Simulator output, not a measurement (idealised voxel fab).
process module | voxel local oxidation
cross-section cut | 300 nm wide | cells 5 nm
A cross-section is a grid of square cells, given in bands from the top down. A band is one or more rows of cells.
Each band's line starts with the height of the band's top and of its bottom, in nm. Then come its materials from left to right, each with its width in nm. One material with "throughout" fills the band from edge to edge. "air" is empty space.
Height 0 is the level under which the wafer as received is all one material. The lowest band goes on downwards, as in "0 down".
A width such as "30 to 40" changes by the same amount from each row of cells to the next, from the band's top row to its bottom row.
"no change" after a step means that no cell of the cross-section changed.
closed voids: empty space of 8 cells or more with no open way to the top, each as width x height at its distance from the left edge, in nm
after a step's settings: what the simulator itself notes on the step
overlay nm, on a step with a mask: how far to the right of its planned place the mask lay; to the left if negative
plan
1 op RECEIVE | material Si
2 op OXIDIZE | depth nm 5
3 op CONFORMAL_DEP | material SiN | thk nm 10
4 op MASKED_ETCH | tone cover | mask id ACTIVE | width nm 130 | etch materials SiN | depth nm 5 | overlay nm 0
5 op SELECTIVE_ETCH | etch materials SiO2 | depth nm 5
6 op OXIDIZE | depth nm 10
7 op STRIP | etch materials SiN
varied across the wafers: depth nm of step 4. The plan shows the first wafer's value. All wafers start alike
first wafer as received, after step 1
  0 down: Si throughout
  closed voids: none
first wafer at the end, after step 7
  0 to -5: SiO2 throughout
  -5 down: Si throughout
  closed voids: none
last wafer at the end
  0 to -5: air 90 | SiO2 120 | air 90
  -5 to -15: SiO2 100 | Si 100 | SiO2 100
  -15 down: Si throughout
  closed voids: none
each wafer at the end: cells of each material gained (+) or lost (-) since it was received, then its closed voids
depth nm 5 | -60 Si | +60 SiO2 | closed voids: none
depth nm 10 | -140 Si | +104 SiO2 | closed voids: none
depth nm 15 | -140 Si | +104 SiO2 | closed voids: none
depth nm 20 | -140 Si | +104 SiO2 | closed voids: none
depth nm 25 | -140 Si | +104 SiO2 | closed voids: none
